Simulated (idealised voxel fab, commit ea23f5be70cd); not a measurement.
Process module under the name voxel transistor to metal
Cross-section cut: width 190 nm, square cells of 5 nm.
For the purposes of this document, a cross-section shall be understood as a grid of square cells, specified as bands listed in top-to-bottom order, each band consisting of one or more rows of cells. It is stipulated that each band's entry specify, in nanometres, the height of the top of the band and then that of its bottom, followed by the materials of the band in left-to-right sequence, each together with its width in nanometres. A single material marked by the word "edge to edge" is understood to fill the band from edge to edge; the word "empty" is understood to denote empty space. It should be noted that heights are counted from 0, beneath which the wafer as supplied is of one material throughout, and that the lowest band possesses no lower boundary but continues downward, as written in "z 0 and below". Read "30->40" as a graded width: first number on top, second number at the bottom, same change between each pair of neighbouring rows. Given "stayed the same" for a step, no cell of the cross-section differs between before and after that step. The label "Enclosed cavity list" introduces a list of the empty spaces, 8 cells or larger, that have no open way up to the top; each entry in it reads width x height at distance, where the distance is taken from the left edge and all three are stated in nm. The remark found on a step's line after its settings is issued by the simulator itself and pertains to that step. Regarding "overlay nm": on a step with a mask, it is the distance the mask lay to the right of its planned place; a negative value places it to the left.
[Planned process steps]
| 1 | RECEIVE [material Si] |
| 2 | OXIDIZE [depth nm 5] |
| 3 | CONFORMAL_DEP [material SiN] [thk nm 15] |
| 4 | MASKED_ETCH [tone cover] [mask id ACTIVE] [width nm 100] [etch materials SiN] [depth nm 15] [overlay nm 0] |
| 5 | MASKED_ETCH [tone cover] [mask id ACTIVE] [width nm 100] [etch materials SiO2] [depth nm 5] [overlay nm 0] |
| 6 | MASKED_ETCH [tone cover] [mask id ACTIVE] [width nm 100] [etch materials Si] [depth nm 30] [overlay nm 0] |
| 7 | FILL_DEP [material SiO2] [thk nm 15] |
| 8 | CMP [height nm 15] |
| 9 | SELECTIVE_ETCH [etch materials SiO2] [depth nm 5] |
| 10 | STRIP [etch materials SiN] |
| 11 | SELECTIVE_ETCH [etch materials SiO2] [depth nm 5] |
| 12 | OXIDIZE [depth nm 5] |
| 13 | DIRECTIONAL_DEP [material polySi] [thk nm 25] |
| 14 | DIRECTIONAL_DEP [material SiCN] [thk nm 15] |
| 15 | MASKED_ETCH [tone cover] [mask id GATE] [width nm 20] [etch materials SiCN] [depth nm 25] [overlay nm 0] |
| 16 | MASKED_ETCH [tone cover] [mask id GATE] [width nm 20] [etch materials polySi] [depth nm 35] [overlay nm 0] |
| 17 | CONFORMAL_DEP [material SiN] [thk nm 10] |
| 18 | DIRECTIONAL_ETCH [etch materials SiN] [depth nm 10] |
| 19 | DIRECTIONAL_ETCH [etch materials SiO2] [depth nm 5] |
| 20 | DIRECTIONAL_ETCH [etch materials Si] [depth nm 5] |
| 21 | EPI [material nSi] [thk nm 5] |
| 22 | FILL_DEP [material SiO2] [thk nm 5] |
| 23 | CMP [height nm 35] |
| 24 | DIRECTIONAL_DEP [material SiO2] [thk nm 15] |
| 25 | MASKED_ETCH [tone open] [mask id CONTACT] [width nm 20] [pitch nm 70] [etch materials SiO2] [depth nm 60] [overlay nm 0] |
| 26 | CONFORMAL_DEP [material TiN] [thk nm 5] |
| 27 | FILL_DEP [material Ru] [thk nm 10] |
| 28 | CMP [height nm 50] |
| 29 | DIRECTIONAL_DEP [material TiN] [thk nm 5] |
| 30 | DIRECTIONAL_DEP [material Ru] [thk nm 15] |
| 31 | PATTERN [tone cover] [mask id METAL_1] [material resist] [width nm 20] [pitch nm 70] [thk nm 20] [overlay nm 0] |
| 32 | DIRECTIONAL_ETCH [etch materials Ru] [depth nm 15] |
| 33 | DIRECTIONAL_ETCH [etch materials TiN] [depth nm 5] |
| 34 | STRIP [etch materials resist] |
| 35 | CONFORMAL_DEP [material SiN] [thk nm 5] |
| 36 | FILL_DEP [material SiO2] [thk nm 5] |
| 37 | CMP [height nm 70] |
| 38 | CONFORMAL_DEP [material SiCN] [thk nm 5] |
[first wafer, as planned]
[This is the cross-section of the wafer as we received it, i.e. after step 1]
	z 0 and below: Si edge to edge
	Enclosed cavity list: none
[Wafer xsec, post step 2]
	z 0 to -5: SiO2 edge to edge
	Heights below -5 show no change.
[Wafer xsec, post step 3]
	z 15 to 0: SiN edge to edge
	Heights below 0 show no change.
[Wafer xsec, post step 4]
	z 15 to 0: empty: 45 / SiN: 100 / empty: 45
	Heights below 0 show no change.
[Wafer xsec, post step 5]
	z 15 to 0: empty: 45 / SiN: 100 / empty: 45
	z 0 to -5: empty: 45 / SiO2: 100 / empty: 45
	Heights below -5 show no change.
[Wafer xsec, post step 6]
	z 15 to 0: empty: 45 / SiN: 100 / empty: 45
	z 0 to -5: empty: 45 / SiO2: 100 / empty: 45
	z -5 to -35: empty: 45 / Si: 100 / empty: 45
	Heights below -35 show no change.
[Wafer xsec, post step 7]
	z 30 to 15: SiO2 edge to edge
	z 15 to 0: SiO2: 45 / SiN: 100 / SiO2: 45
	z 0 to -5: SiO2 edge to edge
	z -5 to -35: SiO2: 45 / Si: 100 / SiO2: 45
	Heights below -35 show no change.
[Wafer xsec, post step 8]
	z 15 to 0: SiO2: 45 / SiN: 100 / SiO2: 45
	Heights below 0 show no change.
[Wafer xsec, post step 9]
	z 15 to 10: empty: 45 / SiN: 100 / empty: 45
	Heights below 10 show no change.
[Wafer xsec, post step 10]
	z 10 to 0: SiO2: 45 / empty: 100 / SiO2: 45
	Heights below 0 show no change.
[Wafer xsec, post step 11]
	z 5 to -5: SiO2: 40 / empty: 110 / SiO2: 40
	Heights below -5 show no change.
[Wafer xsec, post step 12]
	z 5 to -5: SiO2: 40 / empty: 110 / SiO2: 40
	z -5 to -10: SiO2 edge to edge
	Heights below -10 show no change.
[Wafer xsec, post step 13]
	z 30 to 20: polySi: 40 / empty: 110 / polySi: 40
	z 20 to 5: polySi edge to edge
	z 5 to -5: SiO2: 40 / polySi: 110 / SiO2: 40
	Heights below -5 show no change.
[Wafer xsec, post step 14]
	z 45 to 35: SiCN: 40 / empty: 110 / SiCN: 40
	z 35 to 30: SiCN edge to edge
	z 30 to 20: polySi: 40 / SiCN: 110 / polySi: 40
	Heights below 20 show no change.
[Wafer xsec, post step 15]
	z 35 to 30: empty: 85 / SiCN: 20 / empty: 85
	z 30 to 20: polySi: 40 / empty: 45 / SiCN: 20 / empty: 45 / polySi: 40
	Heights below 20 show no change.
[Wafer xsec, post step 16]
	z 35 to 20: empty: 85 / SiCN: 20 / empty: 85
	z 20 to 5: empty: 85 / polySi: 20 / empty: 85
	z 5 to -5: SiO2: 40 / empty: 45 / polySi: 20 / empty: 45 / SiO2: 40
	Heights below -5 show no change.
[Wafer xsec, post step 17]
	z 45 to 35: empty: 75 / SiN: 40 / empty: 75
	z 35 to 20: empty: 75 / SiN: 10 / SiCN: 20 / SiN: 10 / empty: 75
	z 20 to 15: empty: 75 / SiN: 10 / polySi: 20 / SiN: 10 / empty: 75
	z 15 to 5: SiN: 50 / empty: 25 / SiN: 10 / polySi: 20 / SiN: 10 / empty: 25 / SiN: 50
	z 5 to -5: SiO2: 40 / SiN: 45 / polySi: 20 / SiN: 45 / SiO2: 40
	Heights below -5 show no change.
[Wafer xsec, post step 18]
	z 35 to 20: empty: 75 / SiN: 10 / SiCN: 20 / SiN: 10 / empty: 75
	z 20 to 5: empty: 75 / SiN: 10 / polySi: 20 / SiN: 10 / empty: 75
	z 5 to -5: SiO2: 40 / SiN: 10 / empty: 25 / SiN: 10 / polySi: 20 / SiN: 10 / empty: 25 / SiN: 10 / SiO2: 40
	Heights below -5 show no change.
[Wafer xsec, post step 19]
	z 35 to 20: empty: 75 / SiN: 10 / SiCN: 20 / SiN: 10 / empty: 75
	z 20 to 5: empty: 75 / SiN: 10 / polySi: 20 / SiN: 10 / empty: 75
	z 5 to 0: empty: 40 / SiN: 10 / empty: 25 / SiN: 10 / polySi: 20 / SiN: 10 / empty: 25 / SiN: 10 / empty: 40
	z 0 to -5: SiO2: 40 / SiN: 10 / empty: 25 / SiN: 10 / polySi: 20 / SiN: 10 / empty: 25 / SiN: 10 / SiO2: 40
	z -5 to -10: SiO2: 50 / empty: 25 / SiO2: 40 / empty: 25 / SiO2: 50
	Heights below -10 show no change.
[Wafer xsec, post step 20]
	z 35 to 20: empty: 75 / SiN: 10 / SiCN: 20 / SiN: 10 / empty: 75
	z 20 to 5: empty: 75 / SiN: 10 / polySi: 20 / SiN: 10 / empty: 75
	z 5 to 0: empty: 40 / SiN: 10 / empty: 25 / SiN: 10 / polySi: 20 / SiN: 10 / empty: 25 / SiN: 10 / empty: 40
	z 0 to -5: SiO2: 40 / SiN: 10 / empty: 25 / SiN: 10 / polySi: 20 / SiN: 10 / empty: 25 / SiN: 10 / SiO2: 40
	z -5 to -10: SiO2: 50 / empty: 25 / SiO2: 40 / empty: 25 / SiO2: 50
	z -10 to -15: SiO2: 45 / Si: 5 / empty: 25 / Si: 40 / empty: 25 / Si: 5 / SiO2: 45
	Heights below -15 show no change.
[Wafer xsec, post step 21]
	z 35 to 20: empty: 75 / SiN: 10 / SiCN: 20 / SiN: 10 / empty: 75
	z 20 to 5: empty: 75 / SiN: 10 / polySi: 20 / SiN: 10 / empty: 75
	z 5 to 0: empty: 40 / SiN: 10 / empty: 25 / SiN: 10 / polySi: 20 / SiN: 10 / empty: 25 / SiN: 10 / empty: 40
	z 0 to -5: SiO2: 40 / SiN: 10 / empty: 25 / SiN: 10 / polySi: 20 / SiN: 10 / empty: 25 / SiN: 10 / SiO2: 40
	z -5 to -10: SiO2: 50 / nSi: 5 / empty: 15 / nSi: 5 / SiO2: 40 / nSi: 5 / empty: 15 / nSi: 5 / SiO2: 50
	z -10 to -15: SiO2: 45 / Si: 5 / nSi: 25 / Si: 40 / nSi: 25 / Si: 5 / SiO2: 45
	Heights below -15 show no change.
[Wafer xsec, post step 22]
	z 40 to 35: SiO2 edge to edge
	z 35 to 20: SiO2: 75 / SiN: 10 / SiCN: 20 / SiN: 10 / SiO2: 75
	z 20 to 5: SiO2: 75 / SiN: 10 / polySi: 20 / SiN: 10 / SiO2: 75
	z 5 to -5: SiO2: 40 / SiN: 10 / SiO2: 25 / SiN: 10 / polySi: 20 / SiN: 10 / SiO2: 25 / SiN: 10 / SiO2: 40
	z -5 to -10: SiO2: 50 / nSi: 5 / SiO2: 15 / nSi: 5 / SiO2: 40 / nSi: 5 / SiO2: 15 / nSi: 5 / SiO2: 50
	Heights below -10 show no change.
[Wafer xsec, post step 23]
	z 35 to 20: SiO2: 75 / SiN: 10 / SiCN: 20 / SiN: 10 / SiO2: 75
	Heights below 20 show no change.
[Wafer xsec, post step 24]
	z 50 to 35: SiO2 edge to edge
	Heights below 35 show no change.
[Wafer xsec, post step 25]
	z 50 to 35: SiO2: 50 / empty: 20 / SiO2: 50 / empty: 20 / SiO2: 50
	z 35 to 20: SiO2: 50 / empty: 20 / SiO2: 5 / SiN: 10 / SiCN: 20 / SiN: 10 / SiO2: 5 / empty: 20 / SiO2: 50
	z 20 to 5: SiO2: 50 / empty: 20 / SiO2: 5 / SiN: 10 / polySi: 20 / SiN: 10 / SiO2: 5 / empty: 20 / SiO2: 50
	z 5 to -5: SiO2: 40 / SiN: 10 / empty: 20 / SiO2: 5 / SiN: 10 / polySi: 20 / SiN: 10 / SiO2: 5 / empty: 20 / SiN: 10 / SiO2: 40
	z -5 to -10: SiO2: 50 / nSi: 5 / empty: 15 / nSi: 5 / SiO2: 40 / nSi: 5 / empty: 15 / nSi: 5 / SiO2: 50
	Heights below -10 show no change.
[Wafer xsec, post step 26]
	z 55 to 50: TiN: 55 / empty: 10 / TiN: 60 / empty: 10 / TiN: 55
	z 50 to 35: SiO2: 50 / TiN: 5 / empty: 10 / TiN: 5 / SiO2: 50 / TiN: 5 / empty: 10 / TiN: 5 / SiO2: 50
	z 35 to 20: SiO2: 50 / TiN: 5 / empty: 10 / TiN: 5 / SiO2: 5 / SiN: 10 / SiCN: 20 / SiN: 10 / SiO2: 5 / TiN: 5 / empty: 10 / TiN: 5 / SiO2: 50
	z 20 to 5: SiO2: 50 / TiN: 5 / empty: 10 / TiN: 5 / SiO2: 5 / SiN: 10 / polySi: 20 / SiN: 10 / SiO2: 5 / TiN: 5 / empty: 10 / TiN: 5 / SiO2: 50
	z 5 to -5: SiO2: 40 / SiN: 10 / TiN: 5->10 / empty: 10->5 / TiN: 5 / SiO2: 5 / SiN: 10 / polySi: 20 / SiN: 10 / SiO2: 5 / TiN: 5 / empty: 10->5 / TiN: 5->10 / SiN: 10 / SiO2: 40
	z -5 to -10: SiO2: 50 / nSi: 5 / TiN: 15 / nSi: 5 / SiO2: 40 / nSi: 5 / TiN: 15 / nSi: 5 / SiO2: 50
	Heights below -10 show no change.
[Wafer xsec, post step 27]
	z 65 to 55: Ru edge to edge
	z 55 to 50: TiN: 55 / Ru: 10 / TiN: 60 / Ru: 10 / TiN: 55
	z 50 to 35: SiO2: 50 / TiN: 5 / Ru: 10 / TiN: 5 / SiO2: 50 / TiN: 5 / Ru: 10 / TiN: 5 / SiO2: 50
	z 35 to 20: SiO2: 50 / TiN: 5 / Ru: 10 / TiN: 5 / SiO2: 5 / SiN: 10 / SiCN: 20 / SiN: 10 / SiO2: 5 / TiN: 5 / Ru: 10 / TiN: 5 / SiO2: 50
	z 20 to 5: SiO2: 50 / TiN: 5 / Ru: 10 / TiN: 5 / SiO2: 5 / SiN: 10 / polySi: 20 / SiN: 10 / SiO2: 5 / TiN: 5 / Ru: 10 / TiN: 5 / SiO2: 50
	z 5 to -5: SiO2: 40 / SiN: 10 / TiN: 5->10 / Ru: 10->5 / TiN: 5 / SiO2: 5 / SiN: 10 / polySi: 20 / SiN: 10 / SiO2: 5 / TiN: 5 / Ru: 10->5 / TiN: 5->10 / SiN: 10 / SiO2: 40
	Heights below -5 show no change.
[Wafer xsec, post step 28]
	z 50 to 35: SiO2: 50 / TiN: 5 / Ru: 10 / TiN: 5 / SiO2: 50 / TiN: 5 / Ru: 10 / TiN: 5 / SiO2: 50
	Heights below 35 show no change.
[Wafer xsec, post step 29]
	z 55 to 50: TiN edge to edge
	Heights below 50 show no change.
[Wafer xsec, post step 30]
	z 70 to 55: Ru edge to edge
	Heights below 55 show no change.
[Wafer xsec, post step 31]
	z 90 to 70: empty: 50 / resist: 20 / empty: 50 / resist: 20 / empty: 50
	Heights below 70 show no change.
[Wafer xsec, post step 32]
	z 90 to 70: empty: 50 / resist: 20 / empty: 50 / resist: 20 / empty: 50
	z 70 to 55: empty: 50 / Ru: 20 / empty: 50 / Ru: 20 / empty: 50
	Heights below 55 show no change.
[Wafer xsec, post step 33]
	z 90 to 70: empty: 50 / resist: 20 / empty: 50 / resist: 20 / empty: 50
	z 70 to 55: empty: 50 / Ru: 20 / empty: 50 / Ru: 20 / empty: 50
	z 55 to 50: empty: 50 / TiN: 20 / empty: 50 / TiN: 20 / empty: 50
	Heights below 50 show no change.
[Wafer xsec, post step 34]
	z 70 to 55: empty: 50 / Ru: 20 / empty: 50 / Ru: 20 / empty: 50
	Heights below 55 show no change.
[Wafer xsec, post step 35]
	z 75 to 70: empty: 45 / SiN: 30 / empty: 40 / SiN: 30 / empty: 45
	z 70 to 55: empty: 45 / SiN: 5 / Ru: 20 / SiN: 5 / empty: 40 / SiN: 5 / Ru: 20 / SiN: 5 / empty: 45
	z 55 to 50: SiN: 50 / TiN: 20 / SiN: 50 / TiN: 20 / SiN: 50
	Heights below 50 show no change.
[Wafer xsec, post step 36]
	z 80 to 75: SiO2 edge to edge
	z 75 to 70: SiO2: 45 / SiN: 30 / SiO2: 40 / SiN: 30 / SiO2: 45
	z 70 to 55: SiO2: 45 / SiN: 5 / Ru: 20 / SiN: 5 / SiO2: 40 / SiN: 5 / Ru: 20 / SiN: 5 / SiO2: 45
	Heights below 55 show no change.
[Wafer xsec, post step 37]
	z 70 to 55: SiO2: 45 / SiN: 5 / Ru: 20 / SiN: 5 / SiO2: 40 / SiN: 5 / Ru: 20 / SiN: 5 / SiO2: 45
	Heights below 55 show no change.
[Wafer xsec, post step 38]
	z 75 to 70: SiCN edge to edge
	Heights below 70 show no change.
[second wafer: like start, like plan, one mistake. Through step 28 it matches the first wafer]
[Second wafer: cross-section at the scheduled end of step 29]
	z 55 to 50: polySi edge to edge
	Heights below 50 show no change.
[Second wafer: cross-section at the scheduled end of step 30]
	z 70 to 55: Ru edge to edge
	Heights below 55 show no change.
[Second wafer: cross-section at the scheduled end of step 31]
	z 90 to 70: empty: 50 / resist: 20 / empty: 50 / resist: 20 / empty: 50
	Heights below 70 show no change.
[Second wafer: cross-section at the scheduled end of step 32]
	z 90 to 70: empty: 50 / resist: 20 / empty: 50 / resist: 20 / empty: 50
	z 70 to 55: empty: 50 / Ru: 20 / empty: 50 / Ru: 20 / empty: 50
	Heights below 55 show no change.
Second wafer: cross-section at the scheduled end of step 33: stayed the same
[Second wafer: cross-section at the scheduled end of step 34]
	z 70 to 55: empty: 50 / Ru: 20 / empty: 50 / Ru: 20 / empty: 50
	Heights below 55 show no change.
[Second wafer: cross-section at the scheduled end of step 35]
	z 75 to 70: empty: 45 / SiN: 30 / empty: 40 / SiN: 30 / empty: 45
	z 70 to 60: empty: 45 / SiN: 5 / Ru: 20 / SiN: 5 / empty: 40 / SiN: 5 / Ru: 20 / SiN: 5 / empty: 45
	z 60 to 55: SiN: 50 / Ru: 20 / SiN: 50 / Ru: 20 / SiN: 50
	Heights below 55 show no change.
[Second wafer: cross-section at the scheduled end of step 36]
	z 80 to 75: SiO2 edge to edge
	z 75 to 70: SiO2: 45 / SiN: 30 / SiO2: 40 / SiN: 30 / SiO2: 45
	z 70 to 60: SiO2: 45 / SiN: 5 / Ru: 20 / SiN: 5 / SiO2: 40 / SiN: 5 / Ru: 20 / SiN: 5 / SiO2: 45
	Heights below 60 show no change.
[Second wafer: cross-section at the scheduled end of step 37]
	z 70 to 60: SiO2: 45 / SiN: 5 / Ru: 20 / SiN: 5 / SiO2: 40 / SiN: 5 / Ru: 20 / SiN: 5 / SiO2: 45
	Heights below 60 show no change.
[Second wafer: cross-section at the scheduled end of step 38]
	z 75 to 70: SiCN edge to edge
	Heights below 70 show no change.
Plan not followed: heads up, step 29 didn't go per plan, it actually ran as DIRECTIONAL_DEP [material polySi] [thk nm 5]
Wrapping up, a cell-based count of both wafers puts the second over or under the first for these materials: SiN -4 | SiO2 -26 | TiN -8 | polySi +38
